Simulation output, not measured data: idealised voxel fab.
Process module, titled voxel ribs on slabs
Each square cell in cross-section cut measures 5 nm, and the section as a whole is 275 nm wide.
Just so we're on the same page, the cross-sections are grids of square cells, and they're listed out in bands top to bottom, each band one or more rows deep. Band entry format. Leading values: height of top, height of bottom, nm. Remainder: materials in left-to-right order, each with its width in nm. Special words: "edge to edge" on a single material, which then fills the band edge to edge; "air", empty space. Counting heights begins at 0, where everything beneath is, in the wafer as received, one material. The lowest band has no bottom; it goes on downwards, as "0 and below" shows. Width "30..40": first value at the band's top row of cells, second value at its bottom row, equal change from row to row. Where the words "no alteration" appear for a step, the cross-section shows no cell changed by that step; every cell remained as before. Each empty space that has no open way to the top and spans at least 8 cells appears under "Completely enclosed voids" as width x height at distance, the distance counted from the left edge, all in nm. The remark found on a step's line after its settings is issued by the simulator itself and pertains to that step. overlay nm: mask right of planned place by this much (step with mask). Neg. = left.
The process steps that were planned are listed below
| 1 | RECEIVE (material Si) |
| 2 | DIRECTIONAL_DEP (material SiO2; thk nm 25) |
| 3 | DIRECTIONAL_DEP (material SiN; thk nm 15) |
| 4 | MASKED_ETCH (tone cover; mask id RIB; width nm 15; etch materials SiN; depth nm 10; overlay nm -15) |
| 5 | PATTERN (tone cover; mask id SLAB; material resist; width nm 55; thk nm 20; overlay nm 0) |
| 6 | DIRECTIONAL_ETCH (etch materials SiN; depth nm 5) |
| 7 | STRIP (etch materials resist) |
| 8 | FILL_DEP (material SiO2; thk nm 15) |
| 9 | CMP (height nm 50) |
| 10 | DIRECTIONAL_DEP (material TiN; thk nm 10) |
| 11 | PATTERN (tone cover; mask id HEATER; material resist; width nm 25; thk nm 15; overlay nm 0) |
| 12 | DIRECTIONAL_ETCH (etch materials TiN; depth nm 10) |
| 13 | STRIP (etch materials resist) |
| 14 | CONFORMAL_DEP (material SiN; thk nm 5) |
Where the wafers of this document differ is in the overlay nm of step 4; they start out the same, and the plan states the value that applied to the first wafer.
Cross-section, first of several wafers, as delivered after step 1
* 0 and below | Si edge to edge
* Completely enclosed voids: none
The cross-section of the first of several wafers is given below for the end of the module, after its final step, step 14
* 65 down to 60 | air 120 nm  SiN 35 nm  air 120 nm
* 60 down to 55 | air 120 nm  SiN 5 nm  TiN 25 nm  SiN 5 nm  air 120 nm
* 55 down to 50 | SiN 125 nm  TiN 25 nm  SiN 125 nm
* 50 down to 40 | SiO2 edge to edge
* 40 down to 30 | SiO2 115 nm  SiN 15 nm  SiO2 145 nm
* 30 down to 25 | SiO2 110 nm  SiN 55 nm  SiO2 110 nm
* 25 down to 0 | SiO2 edge to edge
* 0 and below | Si edge to edge
* Completely enclosed voids: none
Of the several wafers, the last: cross-section at the end of the module
* 65 down to 60 | air 120 nm  SiN 35 nm  air 120 nm
* 60 down to 55 | air 120 nm  SiN 5 nm  TiN 25 nm  SiN 5 nm  air 120 nm
* 55 down to 50 | SiN 125 nm  TiN 25 nm  SiN 125 nm
* 50 down to 40 | SiO2 edge to edge
* 40 down to 30 | SiO2 145 nm  SiN 15 nm  SiO2 115 nm
* 30 down to 25 | SiO2 110 nm  SiN 55 nm  SiO2 110 nm
* 25 down to 0 | SiO2 edge to edge
* 0 and below | Si edge to edge
* Completely enclosed voids: none
Basically each wafer gets a line in the table, showing it at the end of the module: material by material, the cells it gained (+) or lost (-) since we got it, then its closed voids
overlay nm -15 | +76 SiN | +533 SiO2 | +10 TiN | Completely enclosed voids: none
overlay nm -10 | +76 SiN | +533 SiO2 | +10 TiN | Completely enclosed voids: none
overlay nm -5 | +76 SiN | +533 SiO2 | +10 TiN | Completely enclosed voids: none
overlay nm 0 | +76 SiN | +533 SiO2 | +10 TiN | Completely enclosed voids: none
overlay nm 5 | +76 SiN | +533 SiO2 | +10 TiN | Completely enclosed voids: none
overlay nm 10 | +76 SiN | +533 SiO2 | +10 TiN | Completely enclosed voids: none
overlay nm 15 | +76 SiN | +533 SiO2 | +10 TiN | Completely enclosed voids: none
